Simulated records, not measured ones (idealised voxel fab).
Name of the process module below: voxel ribs on slabs
For reference, the cross-section in this document is cut, with width 205 nm and square cells of 5 nm.
Throughout this document, each cross-section is represented as a grid of square cells and is presented as a sequence of bands enumerated from the top downward, where a band comprises one or more rows of cells. What a band's entry tells you: where the top is and where the bottom is, as heights in nm, and after that what lies inside, material by material from left to right, each with its width in nm. Empty space is written as the word "blank", and a single material marked with the word "full width" occupies the band from edge to edge. Where do heights start? At 0: under that level the wafer as delivered is made of one material only. And the lowest band has no floor; it just carries on downward, as in "0 and below". You'd read "30->40" like this: the band's top row of cells is as wide as the first number, its bottom row is as wide as the second, and going down, every row changes width by the same amount as the row before did. Step marked "no change occurred"? Then no cell in the cross-section changed in it. "Closed void listing" specifies each empty space that is not open to the top and that occupies no fewer than 8 cells, using the form width x height at distance, the distance measured from the left edge and all three quantities in nm. If you see something after the settings on a step's line, that's the simulator's own remark about that step. Regarding "overlay nm": on a step with a mask, it is the distance the mask lay to the right of its planned place; a negative value places it to the left.

[Steps in the process plan]
- 1: RECEIVE | material Si
- 2: DIRECTIONAL_DEP | material SiO2 | thk nm 30
- 3: DIRECTIONAL_DEP | material polySi | thk nm 25
- 4: MASKED_ETCH | tone cover | mask id RIB | width nm 30 | etch materials polySi | depth nm 5 | overlay nm 0
- 5: DIRECTIONAL_DEP | material aC | thk nm 15
- 6: PATTERN | tone cover | mask id SLAB | material resist | width nm 70 | thk nm 35 | overlay nm 0
- 7: DIRECTIONAL_ETCH | etch materials aC | depth nm 15
- 8: STRIP | etch materials resist
- 9: DIRECTIONAL_ETCH | etch materials polySi | depth nm 20
- 10: STRIP | etch materials aC
- 11: FILL_DEP | material SiO2 | thk nm 25
- 12: CMP | height nm 70
- 13: DIRECTIONAL_DEP | material W | thk nm 10
- 14: MASKED_ETCH | tone cover | mask id HEATER | width nm 40 | etch materials W | depth nm 10 | overlay nm 0
- 15: CONFORMAL_DEP | material SiN | thk nm 5

[Cross-section of the wafer at receipt, which is the condition after step 1]
* 0 and below = Si full width
* Closed void listing: none

[Post-module cross-section of the first of two wafers (run per plan)]
* 85 down to 80 = blank 75 / SiN 50 / blank 80
* 80 down to 75 = blank 75 / SiN 5 / W 40 / SiN 5 / blank 80
* 75 down to 70 = SiN 80 / W 40 / SiN 85
* 70 down to 55 = SiO2 full width
* 55 down to 50 = SiO2 85 / polySi 30 / SiO2 90
* 50 down to 30 = SiO2 65 / polySi 70 / SiO2 70
* 30 down to 0 = SiO2 full width
* 0 and below = Si full width
* Closed void listing: none

[Cross-sectional image of the second wafer of the two following completion of the module. Starting state and process plan were the same as for the first wafer; one execution error occurred]
* 85 down to 80 = blank 75 / SiN 50 / blank 80
* 80 down to 75 = blank 75 / SiN 5 / W 40 / SiN 5 / blank 80
* 75 down to 70 = SiN 80 / W 40 / SiN 85
* 70 down to 55 = SiO2 65 / polySi 70 / SiO2 70
* 55 down to 30 = polySi full width
* 30 down to 0 = SiO2 full width
* 0 and below = Si full width
* Closed void listing: none
Deviation from plan: plan step 3 ran twice
Cell-count delta at end, second wafer over first, by material: SiO2: 185 fewer, polySi: 185 more
